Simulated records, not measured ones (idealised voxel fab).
The name of this process module is voxel wiring stack.
The width of the displayed cross-section, cut, is 220 nm; its cells are square, with a size of 5 nm.
Cross-sections here: square-cell grids, written as top-down lists of bands, a band being one or more rows of cells. In this notation a band is specified by the heights of its top and bottom, in that order and in nm, after which its materials appear from left to right, each paired with its width in nm. The word "full width" attached to a single material means that material fills the band from edge to edge; the word "blank" stands for empty space. Heights from 0 (as-received wafer is one material below). Bottom band endless downward, as "top 0, no bottom". Graded width ("30 to 40"): value in top row of band = first number; value in bottom row = second number; row-to-row change constant. Take "no change occurred" at face value: in the step it is given for, the cross-section changed in none of its cells. For the entry "Sealed-off cavities", the listed items are empty spaces with no open way to the top whose size is 8 cells or more; each item follows the pattern width x height at distance, where distance is from the left edge and all three are in nm. The remark found on a step's line after its settings is issued by the simulator itself and pertains to that step. The line of a step may include "overlay nm". On a step with a mask, this value is how far to the right of its planned place the mask lay. A negative value means the mask lay to the left.

-- plan
1 RECEIVE | material Si
2 CONFORMAL_DEP | material SiO2 | thk nm 10
3 CONFORMAL_DEP | material SiN | thk nm 5
4 DIRECTIONAL_DEP | material lowk | thk nm 20
5 MASKED_ETCH | tone open | mask id METAL_1 | width nm 30 | pitch nm 50 | etch materials lowk | depth nm 20 | overlay nm 0
6 MASKED_ETCH | tone open | mask id METAL_1 | width nm 30 | pitch nm 50 | etch materials SiN | depth nm 5 | overlay nm 0
7 CONFORMAL_DEP | material TiN | thk nm 5
8 FILL_DEP | material Cu | thk nm 10
9 CMP | height nm 35
10 EPI | material Ru | thk nm 5
11 FILL_DEP | material SiCN | thk nm 5
12 DIRECTIONAL_DEP | material lowk | thk nm 20
13 MASKED_ETCH | tone open | mask id PLUG_1 | width nm 15 | etch materials lowk | depth nm 20 | overlay nm 0
14 MASKED_ETCH | tone open | mask id PLUG_1 | width nm 15 | etch materials SiCN | depth nm 5 | overlay nm 0
15 EPI | material Ru | thk nm 10
16 EPI | material Ru | thk nm 10
17 EPI | material Ru | thk nm 5
18 CONFORMAL_DEP | material SiN | thk nm 5
19 DIRECTIONAL_DEP | material lowk | thk nm 25
20 MASKED_ETCH | tone open | mask id METAL_2 | width nm 30 | pitch nm 50 | etch materials lowk | depth nm 25 | overlay nm 0
21 MASKED_ETCH | tone open | mask id METAL_2 | width nm 30 | pitch nm 50 | etch materials SiN | depth nm 5 | overlay nm 0
22 CONFORMAL_DEP | material TiN | thk nm 5
23 FILL_DEP | material W | thk nm 10
24 CMP | height nm 95
25 CONFORMAL_DEP | material SiCN | thk nm 5
26 DIRECTIONAL_DEP | material SiO2 | thk nm 15
27 PATTERN | tone open | mask id PLUG_2 | material resist | width nm 15 | pitch nm 50 | thk nm 20 | overlay nm 0
28 DIRECTIONAL_ETCH | etch materials SiO2 | depth nm 15
29 DIRECTIONAL_ETCH | etch materials SiCN | depth nm 5
30 STRIP | etch materials resist
31 EPI | material Ru | thk nm 10
32 EPI | material Ru | thk nm 10
33 CONFORMAL_DEP | material SiCN | thk nm 5
34 DIRECTIONAL_DEP | material SiO2 | thk nm 15
35 MASKED_ETCH | tone open | mask id METAL_3 | width nm 30 | pitch nm 50 | etch materials SiO2 | depth nm 15 | overlay nm 0
36 MASKED_ETCH | tone open | mask id METAL_3 | width nm 30 | pitch nm 50 | etch materials SiCN | depth nm 5 | overlay nm 0
37 CONFORMAL_DEP | material TiN | thk nm 5
38 FILL_DEP | material W | thk nm 5
39 CMP | height nm 135
40 EPI | material Ru | thk nm 5
41 FILL_DEP | material SiCN | thk nm 5
42 DIRECTIONAL_DEP | material SiO2 | thk nm 10
43 MASKED_ETCH | tone open | mask id PLUG_3 | width nm 15 | pitch nm 50 | etch materials SiO2 | depth nm 10 | overlay nm 0
44 MASKED_ETCH | tone open | mask id PLUG_3 | width nm 15 | pitch nm 50 | etch materials SiCN | depth nm 5 | overlay nm 0
45 EPI | material Ru | thk nm 10
46 EPI | material Ru | thk nm 5
47 CONFORMAL_DEP | material SiCN | thk nm 5
48 DIRECTIONAL_DEP | material lowk | thk nm 15
49 MASKED_ETCH | tone open | mask id METAL_4 | width nm 30 | pitch nm 50 | etch materials lowk | depth nm 15 | overlay nm 0
50 MASKED_ETCH | tone open | mask id METAL_4 | width nm 30 | pitch nm 50 | etch materials SiCN | depth nm 5 | overlay nm 0
51 CONFORMAL_DEP | material TiN | thk nm 5
52 FILL_DEP | material W | thk nm 10
53 CMP | height nm 175
54 CONFORMAL_DEP | material SiCN | thk nm 5

-- The first of a set of two wafers, run to plan

-- Cross-section: wafer on arrival = after step 1
	top 0, no bottom = Si full width
	Sealed-off cavities: none

-- After step 2, in cross-section
	top 10, bottom 0 = SiO2 full width
	Below 0, the layers are the same as they were.

-- After step 3, in cross-section
	top 15, bottom 10 = SiN full width
	Below 10, the layers are the same as they were.

-- After step 4, in cross-section
	top 35, bottom 15 = lowk full width
	Below 15, the layers are the same as they were.

-- After step 5, in cross-section
	top 35, bottom 15 = lowk: 70 / blank: 30 / lowk: 20 / blank: 30 / lowk: 70
	Below 15, the layers are the same as they were.

-- After step 6, in cross-section
	top 35, bottom 15 = lowk: 70 / blank: 30 / lowk: 20 / blank: 30 / lowk: 70
	top 15, bottom 10 = SiN: 70 / blank: 30 / SiN: 20 / blank: 30 / SiN: 70
	Below 10, the layers are the same as they were.

-- After step 7, in cross-section
	top 40, bottom 35 = TiN: 75 / blank: 20 / TiN: 30 / blank: 20 / TiN: 75
	top 35, bottom 15 = lowk: 70 / TiN: 5 / blank: 20 / TiN: 5 / lowk: 20 / TiN: 5 / blank: 20 / TiN: 5 / lowk: 70
	top 15, bottom 10 = SiN: 70 / TiN: 30 / SiN: 20 / TiN: 30 / SiN: 70
	Below 10, the layers are the same as they were.

-- After step 8, in cross-section
	top 50, bottom 40 = Cu full width
	top 40, bottom 35 = TiN: 75 / Cu: 20 / TiN: 30 / Cu: 20 / TiN: 75
	top 35, bottom 15 = lowk: 70 / TiN: 5 / Cu: 20 / TiN: 5 / lowk: 20 / TiN: 5 / Cu: 20 / TiN: 5 / lowk: 70
	Below 15, the layers are the same as they were.

-- After step 9, in cross-section
	top 35, bottom 15 = lowk: 70 / TiN: 5 / Cu: 20 / TiN: 5 / lowk: 20 / TiN: 5 / Cu: 20 / TiN: 5 / lowk: 70
	Below 15, the layers are the same as they were.

-- After step 10, in cross-section
	top 40, bottom 35 = blank: 65 / Ru: 40 / blank: 10 / Ru: 40 / blank: 65
	Below 35, the layers are the same as they were.

-- After step 11, in cross-section
	top 45, bottom 40 = SiCN full width
	top 40, bottom 35 = SiCN: 65 / Ru: 40 / SiCN: 10 / Ru: 40 / SiCN: 65
	Below 35, the layers are the same as they were.

-- After step 12, in cross-section
	top 65, bottom 45 = lowk full width
	Below 45, the layers are the same as they were.

-- After step 13, in cross-section
	top 65, bottom 45 = lowk: 70 / blank: 15 / lowk: 135
	Below 45, the layers are the same as they were.

-- After step 14, in cross-section
	top 65, bottom 45 = lowk: 70 / blank: 15 / lowk: 135
	top 45, bottom 40 = SiCN: 70 / blank: 15 / SiCN: 135
	Below 40, the layers are the same as they were.

-- After step 15, in cross-section
	top 65, bottom 50 = lowk: 70 / blank: 15 / lowk: 135
	top 50, bottom 45 = lowk: 70 / Ru: 15 / lowk: 135
	top 45, bottom 40 = SiCN: 70 / Ru: 15 / SiCN: 135
	Below 40, the layers are the same as they were.

-- After step 16, in cross-section
	top 65, bottom 60 = lowk: 70 / blank: 15 / lowk: 135
	top 60, bottom 45 = lowk: 70 / Ru: 15 / lowk: 135
	Below 45, the layers are the same as they were.

-- After step 17, in cross-section
	top 65, bottom 45 = lowk: 70 / Ru: 15 / lowk: 135
	Below 45, the layers are the same as they were.

-- After step 18, in cross-section
	top 70, bottom 65 = SiN full width
	Below 65, the layers are the same as they were.

-- After step 19, in cross-section
	top 95, bottom 70 = lowk full width
	Below 70, the layers are the same as they were.

-- After step 20, in cross-section
	top 95, bottom 70 = lowk: 70 / blank: 30 / lowk: 20 / blank: 30 / lowk: 70
	Below 70, the layers are the same as they were.

-- After step 21, in cross-section
	top 95, bottom 70 = lowk: 70 / blank: 30 / lowk: 20 / blank: 30 / lowk: 70
	top 70, bottom 65 = SiN: 70 / blank: 30 / SiN: 20 / blank: 30 / SiN: 70
	Below 65, the layers are the same as they were.

-- After step 22, in cross-section
	top 100, bottom 95 = TiN: 75 / blank: 20 / TiN: 30 / blank: 20 / TiN: 75
	top 95, bottom 70 = lowk: 70 / TiN: 5 / blank: 20 / TiN: 5 / lowk: 20 / TiN: 5 / blank: 20 / TiN: 5 / lowk: 70
	top 70, bottom 65 = SiN: 70 / TiN: 30 / SiN: 20 / TiN: 30 / SiN: 70
	Below 65, the layers are the same as they were.

-- After step 23, in cross-section
	top 110, bottom 100 = W full width
	top 100, bottom 95 = TiN: 75 / W: 20 / TiN: 30 / W: 20 / TiN: 75
	top 95, bottom 70 = lowk: 70 / TiN: 5 / W: 20 / TiN: 5 / lowk: 20 / TiN: 5 / W: 20 / TiN: 5 / lowk: 70
	Below 70, the layers are the same as they were.

-- After step 24, in cross-section
	top 95, bottom 70 = lowk: 70 / TiN: 5 / W: 20 / TiN: 5 / lowk: 20 / TiN: 5 / W: 20 / TiN: 5 / lowk: 70
	Below 70, the layers are the same as they were.

-- After step 25, in cross-section
	top 100, bottom 95 = SiCN full width
	Below 95, the layers are the same as they were.

-- After step 26, in cross-section
	top 115, bottom 100 = SiO2 full width
	Below 100, the layers are the same as they were.

-- After step 27, in cross-section
	top 135, bottom 115 = resist: 70 / blank: 15 / resist: 35 / blank: 15 / resist: 85
	Below 115, the layers are the same as they were.

-- After step 28, in cross-section
	top 135, bottom 115 = resist: 70 / blank: 15 / resist: 35 / blank: 15 / resist: 85
	top 115, bottom 100 = SiO2: 70 / blank: 15 / SiO2: 35 / blank: 15 / SiO2: 85
	Below 100, the layers are the same as they were.

-- After step 29, in cross-section
	top 135, bottom 115 = resist: 70 / blank: 15 / resist: 35 / blank: 15 / resist: 85
	top 115, bottom 100 = SiO2: 70 / blank: 15 / SiO2: 35 / blank: 15 / SiO2: 85
	top 100, bottom 95 = SiCN: 70 / blank: 15 / SiCN: 35 / blank: 15 / SiCN: 85
	Below 95, the layers are the same as they were.

-- After step 30, in cross-section
	top 115, bottom 100 = SiO2: 70 / blank: 15 / SiO2: 35 / blank: 15 / SiO2: 85
	Below 100, the layers are the same as they were.

-- After step 31, in cross-section
	top 115, bottom 105 = SiO2: 70 / blank: 15 / SiO2: 35 / blank: 15 / SiO2: 85
	top 105, bottom 100 = SiO2: 70 / Ru: 15 / SiO2: 35 / Ru: 15 / SiO2: 85
	top 100, bottom 95 = SiCN: 70 / Ru: 15 / SiCN: 35 / Ru: 15 / SiCN: 85
	Below 95, the layers are the same as they were.

-- After step 32, in cross-section
	top 115, bottom 100 = SiO2: 70 / Ru: 15 / SiO2: 35 / Ru: 15 / SiO2: 85
	Below 100, the layers are the same as they were.

-- After step 33, in cross-section
	top 120, bottom 115 = SiCN full width
	Below 115, the layers are the same as they were.

-- After step 34, in cross-section
	top 135, bottom 120 = SiO2 full width
	Below 120, the layers are the same as they were.

-- After step 35, in cross-section
	top 135, bottom 120 = SiO2: 70 / blank: 30 / SiO2: 20 / blank: 30 / SiO2: 70
	Below 120, the layers are the same as they were.

-- After step 36, in cross-section
	top 135, bottom 120 = SiO2: 70 / blank: 30 / SiO2: 20 / blank: 30 / SiO2: 70
	top 120, bottom 115 = SiCN: 70 / blank: 30 / SiCN: 20 / blank: 30 / SiCN: 70
	Below 115, the layers are the same as they were.

-- After step 37, in cross-section
	top 140, bottom 135 = TiN: 75 / blank: 20 / TiN: 30 / blank: 20 / TiN: 75
	top 135, bottom 120 = SiO2: 70 / TiN: 5 / blank: 20 / TiN: 5 / SiO2: 20 / TiN: 5 / blank: 20 / TiN: 5 / SiO2: 70
	top 120, bottom 115 = SiCN: 70 / TiN: 30 / SiCN: 20 / TiN: 30 / SiCN: 70
	Below 115, the layers are the same as they were.

-- After step 38, in cross-section
	top 145, bottom 140 = W full width
	top 140, bottom 135 = TiN: 75 / W: 20 / TiN: 30 / W: 20 / TiN: 75
	top 135, bottom 120 = SiO2: 70 / TiN: 5 / W: 20 / TiN: 5 / SiO2: 20 / TiN: 5 / W: 20 / TiN: 5 / SiO2: 70
	Below 120, the layers are the same as they were.

-- After step 39, in cross-section
	top 135, bottom 120 = SiO2: 70 / TiN: 5 / W: 20 / TiN: 5 / SiO2: 20 / TiN: 5 / W: 20 / TiN: 5 / SiO2: 70
	Below 120, the layers are the same as they were.

-- After step 40, in cross-section
	top 140, bottom 135 = blank: 65 / Ru: 40 / blank: 10 / Ru: 40 / blank: 65
	Below 135, the layers are the same as they were.

-- After step 41, in cross-section
	top 145, bottom 140 = SiCN full width
	top 140, bottom 135 = SiCN: 65 / Ru: 40 / SiCN: 10 / Ru: 40 / SiCN: 65
	Below 135, the layers are the same as they were.

-- After step 42, in cross-section
	top 155, bottom 145 = SiO2 full width
	Below 145, the layers are the same as they were.

-- After step 43, in cross-section
	top 155, bottom 145 = SiO2: 70 / blank: 15 / SiO2: 35 / blank: 15 / SiO2: 85
	Below 145, the layers are the same as they were.

-- After step 44, in cross-section
	top 155, bottom 145 = SiO2: 70 / blank: 15 / SiO2: 35 / blank: 15 / SiO2: 85
	top 145, bottom 140 = SiCN: 70 / blank: 15 / SiCN: 35 / blank: 15 / SiCN: 85
	Below 140, the layers are the same as they were.

-- After step 45, in cross-section
	top 155, bottom 150 = SiO2: 70 / blank: 15 / SiO2: 35 / blank: 15 / SiO2: 85
	top 150, bottom 145 = SiO2: 70 / Ru: 15 / SiO2: 35 / Ru: 15 / SiO2: 85
	top 145, bottom 135 = SiCN: 70 to 65 / Ru: 15 to 40 / SiCN: 35 to 10 / Ru: 15 to 40 / SiCN: 85 to 65
	Below 135, the layers are the same as they were.

-- After step 46, in cross-section
	top 155, bottom 145 = SiO2: 70 / Ru: 15 / SiO2: 35 / Ru: 15 / SiO2: 85
	Below 145, the layers are the same as they were.

-- After step 47, in cross-section
	top 160, bottom 155 = SiCN full width
	Below 155, the layers are the same as they were.

-- After step 48, in cross-section
	top 175, bottom 160 = lowk full width
	Below 160, the layers are the same as they were.

-- After step 49, in cross-section
	top 175, bottom 160 = lowk: 70 / blank: 30 / lowk: 20 / blank: 30 / lowk: 70
	Below 160, the layers are the same as they were.

-- After step 50, in cross-section
	top 175, bottom 160 = lowk: 70 / blank: 30 / lowk: 20 / blank: 30 / lowk: 70
	top 160, bottom 155 = SiCN: 70 / blank: 30 / SiCN: 20 / blank: 30 / SiCN: 70
	Below 155, the layers are the same as they were.

-- After step 51, in cross-section
	top 180, bottom 175 = TiN: 75 / blank: 20 / TiN: 30 / blank: 20 / TiN: 75
	top 175, bottom 160 = lowk: 70 / TiN: 5 / blank: 20 / TiN: 5 / lowk: 20 / TiN: 5 / blank: 20 / TiN: 5 / lowk: 70
	top 160, bottom 155 = SiCN: 70 / TiN: 30 / SiCN: 20 / TiN: 30 / SiCN: 70
	Below 155, the layers are the same as they were.

-- After step 52, in cross-section
	top 190, bottom 180 = W full width
	top 180, bottom 175 = TiN: 75 / W: 20 / TiN: 30 / W: 20 / TiN: 75
	top 175, bottom 160 = lowk: 70 / TiN: 5 / W: 20 / TiN: 5 / lowk: 20 / TiN: 5 / W: 20 / TiN: 5 / lowk: 70
	Below 160, the layers are the same as they were.

-- After step 53, in cross-section
	top 175, bottom 160 = lowk: 70 / TiN: 5 / W: 20 / TiN: 5 / lowk: 20 / TiN: 5 / W: 20 / TiN: 5 / lowk: 70
	Below 160, the layers are the same as they were.

-- After step 54, in cross-section
	top 180, bottom 175 = SiCN full width
	Below 175, the layers are the same as they were.

-- Second Wafer (Identical Start and Plan, One Processing Error; Matches First Wafer Through Step 41)

Second wafer at the planned finish of step 42, seen in cross-section: no change occurred

Second wafer at the planned finish of step 43, seen in cross-section: no change occurred

-- Second wafer at the planned finish of step 44, seen in cross-section
	top 145, bottom 140 = SiCN: 70 / blank: 15 / SiCN: 35 / blank: 15 / SiCN: 85
	Below 140, the layers are the same as they were.

-- Second wafer at the planned finish of step 45, seen in cross-section
	top 150, bottom 145 = blank: 65 / Ru: 25 / blank: 25 / Ru: 25 / blank: 80
	top 145, bottom 135 = SiCN: 70 to 65 / Ru: 15 to 40 / SiCN: 35 to 10 / Ru: 15 to 40 / SiCN: 85 to 65
	Below 135, the layers are the same as they were.

-- Second wafer at the planned finish of step 46, seen in cross-section
	top 155, bottom 145 = blank: 60 / Ru: 35 / blank: 15 / Ru: 35 / blank: 75
	Below 145, the layers are the same as they were.

-- Second wafer at the planned finish of step 47, seen in cross-section
	top 160, bottom 155 = blank: 55 / SiCN: 45 / blank: 5 / SiCN: 45 / blank: 70
	top 155, bottom 150 = blank: 55 / SiCN: 5 / Ru: 35 / SiCN: 5 / blank: 5 / SiCN: 5 / Ru: 35 / SiCN: 5 / blank: 70
	top 150, bottom 140 = SiCN: 60 to 70 / Ru: 35 to 15 / SiCN: 15 to 35 / Ru: 35 to 15 / SiCN: 75 to 85
	Below 140, the layers are the same as they were.

-- Second wafer at the planned finish of step 48, seen in cross-section
	top 175, bottom 165 = blank: 55 / lowk: 45 / blank: 5 / lowk: 45 / blank: 70
	top 165, bottom 160 = lowk full width
	top 160, bottom 155 = lowk: 55 / SiCN: 45 / lowk: 5 / SiCN: 45 / lowk: 70
	top 155, bottom 150 = lowk: 55 / SiCN: 5 / Ru: 35 / SiCN: 5 / lowk: 5 / SiCN: 5 / Ru: 35 / SiCN: 5 / lowk: 70
	Below 150, the layers are the same as they were.

-- Second wafer at the planned finish of step 49, seen in cross-section
	top 175, bottom 165 = blank: 55 / lowk: 15 / blank: 35 / lowk: 15 / blank: 100
	top 165, bottom 160 = lowk: 70 / blank: 30 / lowk: 20 / blank: 30 / lowk: 70
	Below 160, the layers are the same as they were.

-- Second wafer at the planned finish of step 50, seen in cross-section
	top 175, bottom 165 = blank: 55 / lowk: 15 / blank: 35 / lowk: 15 / blank: 100
	top 165, bottom 160 = lowk: 70 / blank: 30 / lowk: 20 / blank: 30 / lowk: 70
	top 160, bottom 155 = lowk: 55 / SiCN: 15 / blank: 30 / lowk: 5 / SiCN: 15 / blank: 30 / lowk: 70
	Below 155, the layers are the same as they were.

-- Second wafer at the planned finish of step 51, seen in cross-section
	top 180, bottom 175 = blank: 50 / TiN: 25 / blank: 25 / TiN: 25 / blank: 95
	top 175, bottom 170 = blank: 50 / TiN: 5 / lowk: 15 / TiN: 5 / blank: 25 / TiN: 5 / lowk: 15 / TiN: 5 / blank: 95
	top 170, bottom 165 = TiN: 55 / lowk: 15 / TiN: 5 / blank: 20 / TiN: 10 / lowk: 15 / TiN: 5 / blank: 20 / TiN: 75
	top 165, bottom 160 = lowk: 70 / TiN: 5 / blank: 20 / TiN: 5 / lowk: 20 / TiN: 5 / blank: 20 / TiN: 5 / lowk: 70
	top 160, bottom 155 = lowk: 55 / SiCN: 15 / TiN: 30 / lowk: 5 / SiCN: 15 / TiN: 30 / lowk: 70
	Below 155, the layers are the same as they were.

-- Second wafer at the planned finish of step 52, seen in cross-section
	top 190, bottom 180 = W full width
	top 180, bottom 175 = W: 50 / TiN: 25 / W: 25 / TiN: 25 / W: 95
	top 175, bottom 170 = W: 50 / TiN: 5 / lowk: 15 / TiN: 5 / W: 25 / TiN: 5 / lowk: 15 / TiN: 5 / W: 95
	top 170, bottom 165 = TiN: 55 / lowk: 15 / TiN: 5 / W: 20 / TiN: 10 / lowk: 15 / TiN: 5 / W: 20 / TiN: 75
	top 165, bottom 160 = lowk: 70 / TiN: 5 / W: 20 / TiN: 5 / lowk: 20 / TiN: 5 / W: 20 / TiN: 5 / lowk: 70
	Below 160, the layers are the same as they were.

-- Second wafer at the planned finish of step 53, seen in cross-section
	top 175, bottom 170 = W: 50 / TiN: 5 / lowk: 15 / TiN: 5 / W: 25 / TiN: 5 / lowk: 15 / TiN: 5 / W: 95
	Below 170, the layers are the same as they were.

-- Second wafer at the planned finish of step 54, seen in cross-section
	top 180, bottom 175 = SiCN full width
	Below 175, the layers are the same as they were.
Heads up, the wafer didn't run the way we planned it: step 42 of the plan got skipped, so it never ran
Wafer comparison, final, in cells, second relative to first, materials more or fewer: Ru: 16 more | SiCN: 8 more | SiO2: 76 fewer | TiN: 26 more | W: 26 more
